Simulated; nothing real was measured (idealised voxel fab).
process module | voxel capacitor over wiring
cross-section cut | 270 nm wide | cells 5 nm
A cross-section is a grid of square cells, given in bands from the top down. A band is one or more rows of cells.
Each band's line starts with the height of the band's top and of its bottom, in nm. Then come its materials from left to right, each with its width in nm. One material with "throughout" fills the band from edge to edge. "air" is empty space.
Height 0 is the level under which the wafer as received is all one material. The lowest band goes on downwards, as in "0 down".
A width such as "30 to 40" changes by the same amount from each row of cells to the next, from the band's top row to its bottom row.
"no change" after a step means that no cell of the cross-section changed.
closed voids: empty space of 8 cells or more with no open way to the top, each as width x height at its distance from the left edge, in nm
after a step's settings: what the simulator itself notes on the step
overlay nm, on a step with a mask: how far to the right of its planned place the mask lay; to the left if negative
plan
1 op RECEIVE | material Si
2 op CONFORMAL_DEP | material SiO2 | thk nm 10
3 op CONFORMAL_DEP | material SiN | thk nm 5
4 op DIRECTIONAL_DEP | material SiO2 | thk nm 20
5 op DIRECTIONAL_DEP | material aC | thk nm 10
6 op PATTERN | tone open | mask id METAL_1 | material resist | width nm 25 | pitch nm 80 | thk nm 25 | overlay nm 0
7 op DIRECTIONAL_ETCH | etch materials aC | depth nm 10
8 op STRIP | etch materials resist
9 op DIRECTIONAL_ETCH | etch materials SiO2 | depth nm 20
10 op DIRECTIONAL_ETCH | etch materials SiN | depth nm 5
11 op STRIP | etch materials aC
12 op CONFORMAL_DEP | material TiN | thk nm 5
13 op FILL_DEP | material Ru | thk nm 5
14 op CMP | height nm 35
15 op CONFORMAL_DEP | material SiCN | thk nm 5
16 op DIRECTIONAL_DEP | material lowk | thk nm 10
17 op PATTERN | tone open | mask id PLUG_1 | material resist | width nm 15 | thk nm 20 | overlay nm 0
18 op DIRECTIONAL_ETCH | etch materials lowk | depth nm 10
19 op DIRECTIONAL_ETCH | etch materials SiCN | depth nm 5
20 op STRIP | etch materials resist
21 op CONFORMAL_DEP | material TiN | thk nm 5
22 op FILL_DEP | material W | thk nm 10
23 op CMP | height nm 50
24 op DIRECTIONAL_DEP | material TiN | thk nm 5
25 op DIRECTIONAL_DEP | material Al2O3 | thk nm 5
26 op DIRECTIONAL_DEP | material TiN | thk nm 5
27 op DIRECTIONAL_DEP | material aC | thk nm 15
28 op PATTERN | tone cover | mask id UPPER_PLATE | material resist | width nm 60 | thk nm 35 | overlay nm 0
29 op DIRECTIONAL_ETCH | etch materials aC | depth nm 15
30 op STRIP | etch materials resist
31 op DIRECTIONAL_ETCH | etch materials TiN | depth nm 5
32 op DIRECTIONAL_ETCH | etch materials Al2O3 | depth nm 5
33 op STRIP | etch materials aC
34 op MASKED_ETCH | tone cover | mask id LOWER_PLATE | width nm 70 | etch materials TiN | depth nm 5 | overlay nm 0
35 op FILL_DEP | material SiO2 | thk nm 20
36 op CMP | height nm 80
37 op DIRECTIONAL_DEP | material aC | thk nm 15
38 op PATTERN | tone open | mask id PLUG_2 | material resist | width nm 15 | thk nm 35 | overlay nm 0
39 op DIRECTIONAL_ETCH | etch materials aC | depth nm 15
40 op STRIP | etch materials resist
41 op DIRECTIONAL_ETCH | etch materials SiO2 | depth nm 15
42 op STRIP | etch materials aC
43 op CONFORMAL_DEP | material TiN | thk nm 5
44 op FILL_DEP | material Ru | thk nm 5
45 op CMP | height nm 70
46 op CONFORMAL_DEP | material SiN | thk nm 5
varied across the wafers: height nm of step 45. The plan shows the first wafer's value. All wafers start alike
first wafer as received, after step 1
  0 down: Si throughout
  closed voids: none
first wafer at the end, after step 46
  75 to 70: SiN throughout
  70 to 60: SiO2 100 to 90 | TiN 15 to 60 | SiO2 155 to 120
  60 to 55: SiO2 90 | Al2O3 60 | SiO2 120
  55 to 50: SiO2 85 | TiN 70 | SiO2 115
  50 to 40: lowk 90 | TiN 5 | W 5 | TiN 5 | lowk 165
  40 to 35: SiCN 90 | TiN 15 | SiCN 165
  35 to 15: SiO2 80 | TiN 5 | Ru 15 | TiN 5 | SiO2 55 | TiN 5 | Ru 15 | TiN 5 | SiO2 85
  15 to 10: SiN 80 | TiN 25 | SiN 55 | TiN 25 | SiN 85
  10 to 0: SiO2 throughout
  0 down: Si throughout
  closed voids: none
last wafer at the end
  95 to 90: SiN throughout
  90 to 85: Ru throughout
  85 to 80: TiN 105 | Ru 5 | TiN 160
  80 to 70: SiO2 100 | TiN 5 | Ru 5 | TiN 5 | SiO2 155
  70 to 60: SiO2 100 to 90 | TiN 15 to 60 | SiO2 155 to 120
  60 to 55: SiO2 90 | Al2O3 60 | SiO2 120
  55 to 50: SiO2 85 | TiN 70 | SiO2 115
  50 to 40: lowk 90 | TiN 5 | W 5 | TiN 5 | lowk 165
  40 to 35: SiCN 90 | TiN 15 | SiCN 165
  35 to 15: SiO2 80 | TiN 5 | Ru 15 | TiN 5 | SiO2 55 | TiN 5 | Ru 15 | TiN 5 | SiO2 85
  15 to 10: SiN 80 | TiN 25 | SiN 55 | TiN 25 | SiN 85
  10 to 0: SiO2 throughout
  0 down: Si throughout
  closed voids: none
each wafer at the end: cells of each material gained (+) or lost (-) since it was received, then its closed voids
height nm 70 | +12 Al2O3 | +24 Ru | +51 SiCN | +98 SiN | +459 SiO2 | +62 TiN | +2 W | +102 lowk | closed voids: none
height nm 75 | +12 Al2O3 | +25 Ru | +51 SiCN | +98 SiN | +510 SiO2 | +64 TiN | +2 W | +102 lowk | closed voids: none
height nm 80 | +12 Al2O3 | +26 Ru | +51 SiCN | +98 SiN | +561 SiO2 | +66 TiN | +2 W | +102 lowk | closed voids: none
height nm 85 | +12 Al2O3 | +27 Ru | +51 SiCN | +98 SiN | +561 SiO2 | +119 TiN | +2 W | +102 lowk | closed voids: none
height nm 90 | +12 Al2O3 | +81 Ru | +51 SiCN | +98 SiN | +561 SiO2 | +119 TiN | +2 W | +102 lowk | closed voids: none
